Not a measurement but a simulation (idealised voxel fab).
This is a process module. Its name is voxel ribs on slabs.
Square cells of 5 nm make up the cross-section cut, whose width is 250 nm.
The cross-sections in this document take the form of a grid made of square cells. They are written out as bands, in order from top to bottom. Each band consists of one or more rows of cells.
Each band's line starts with the height of the band's top and of its bottom, in nm. Then come its materials from left to right, each with its width in nm. One material with "throughout" fills the band from edge to edge. "blank" is empty space.
Height datum 0, below which the as-received substrate wafer is one material. Lowest band open at the bottom, running downward: "z 0 and below".
Read "30..40" as a graded width: first number on top, second number at the bottom, same change between each pair of neighbouring rows.
"no alterations made" (step): cross-section cells unchanged, all of them.
"Unvented cavities" - sealed voids, min. 8 cells, no opening to top; format: width x height at distance (distance from left edge; nm throughout).
Text after the settings on a step's line: the simulator's own remark on that step.
The setting "overlay nm" may be written on the line of a step. When the step uses a mask, the value reports how far to the right of the planned place the mask lay, and a negative value reports that it lay to the left.

The planned process steps are enumerated hereunder
| 1 | RECEIVE: material Si |
| 2 | DIRECTIONAL_DEP: material SiO2, thk nm 30 |
| 3 | DIRECTIONAL_DEP: material polySi, thk nm 20 |
| 4 | PATTERN: tone cover, mask id RIB, material resist, width nm 30, thk nm 15, overlay nm 0 |
| 5 | DIRECTIONAL_ETCH: etch materials polySi, depth nm 5 |
| 6 | STRIP: etch materials resist |
| 7 | PATTERN: tone cover, mask id SLAB, material resist, width nm 80, thk nm 15, overlay nm 0 |
| 8 | DIRECTIONAL_ETCH: etch materials polySi, depth nm 15 |
| 9 | STRIP: etch materials resist |
| 10 | FILL_DEP: material SiO2, thk nm 15 |
| 11 | CMP: height nm 60 |
| 12 | DIRECTIONAL_DEP: material W, thk nm 10 |
| 13 | PATTERN: tone cover, mask id HEATER, material resist, width nm 40, thk nm 20, overlay nm 0 |
| 14 | DIRECTIONAL_ETCH: etch materials W, depth nm 10 |
| 15 | STRIP: etch materials resist |
| 16 | CONFORMAL_DEP: material SiO2, thk nm 5 |

Incoming wafer in cross-section (state: after step 1)
  z 0 and below | Si throughout
  Unvented cavities: none

Cross-section: first of two wafers, module finished, run according to plan
  z 75 to 70 | blank 100 nm, then SiO2 50 nm, then blank 100 nm
  z 70 to 65 | blank 100 nm, then SiO2 5 nm, then W 40 nm, then SiO2 5 nm, then blank 100 nm
  z 65 to 60 | SiO2 105 nm, then W 40 nm, then SiO2 105 nm
  z 60 to 50 | SiO2 throughout
  z 50 to 45 | SiO2 110 nm, then polySi 30 nm, then SiO2 110 nm
  z 45 to 30 | SiO2 85 nm, then polySi 80 nm, then SiO2 85 nm
  z 30 to 0 | SiO2 throughout
  z 0 and below | Si throughout
  Unvented cavities: none

Second wafer cross-section at end of module - shared start and plan with the first, one mistake in the run
  z 75 to 70 | blank 100 nm, then SiO2 50 nm, then blank 100 nm
  z 70 to 65 | blank 100 nm, then SiO2 5 nm, then W 40 nm, then SiO2 5 nm, then blank 100 nm
  z 65 to 60 | SiO2 105 nm, then W 40 nm, then SiO2 105 nm
  z 60 to 20 | SiO2 throughout
  z 20 to 0 | polySi throughout
  z 0 and below | Si throughout
  Unvented cavities: none
Finding, execution versus plan: note: step 2 <-> step 3, run order reversed vs plan
Counted in cells at the end, the second wafer holds more or fewer of these materials than the first: SiO2: 146 fewer; polySi: 146 more
